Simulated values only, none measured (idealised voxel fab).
Herein follows the process module entitled voxel spacer lines.
Each square cell in cross-section cut measures 5 nm, and the section as a whole is 155 nm wide.
Cross-section format: a grid of square cells, given as bands from top to bottom; each band is one or more rows of cells. Each band's line starts with the height of the band's top and of its bottom, in nm. Then come its materials from left to right, each with its width in nm. One material with "everywhere" fills the band from edge to edge. "empty" is empty space. Heights are reckoned from 0. Under this level, the received wafer is all of one material. The bottommost band is open-ended downward, for example "0 -> down". With a width like "30->40", each row of cells in the band differs from the next by the same amount, the top row carrying the first number and the bottom row the second. Where a step carries "everything unchanged", the cross-section came out of it unchanged, cell for cell. "Unvented cavities" - sealed voids, min. 8 cells, no opening to top; format: width x height at distance (distance from left edge; nm throughout). That trailing text on a step's line, after the settings, is the simulator's own remark on the step. The line of a step may include "overlay nm". On a step with a mask, this value is how far to the right of its planned place the mask lay. A negative value means the mask lay to the left.
Here's what the planned process steps look like
1. op RECEIVE | material Si
2. op CONFORMAL_DEP | material Al2O3 | thk nm 10
3. op DIRECTIONAL_DEP | material W | thk nm 20
4. op DIRECTIONAL_DEP | material aC | thk nm 30
5. op PATTERN | tone cover | mask id MANDREL | material resist | width nm 20 | pitch nm 60 | thk nm 40 | overlay nm 0
6. op DIRECTIONAL_ETCH | etch materials aC | depth nm 30
7. op STRIP | etch materials resist
8. op CONFORMAL_DEP | material SiN | thk nm 10
9. op DIRECTIONAL_ETCH | etch materials SiN | depth nm 10
10. op STRIP | etch materials aC
11. op DIRECTIONAL_ETCH | etch materials W | depth nm 20
12. op STRIP | etch materials SiN
As received (post step 1): cross-section
* 0 -> down | Si everywhere
* Unvented cavities: none
Figure: cross-sectional view of the wafer upon completion of the module, processed from the initial state and according to the plan depicted above, with one error introduced during execution
* 30 -> 10 | 25 of empty; 40 of W; 20 of empty; 40 of W; 30 of empty
* 10 -> 0 | Al2O3 everywhere
* 0 -> down | Si everywhere
* Unvented cavities: none
Here's what went sideways: deviation from plan: step 11 and step 10 executed in one another's positions
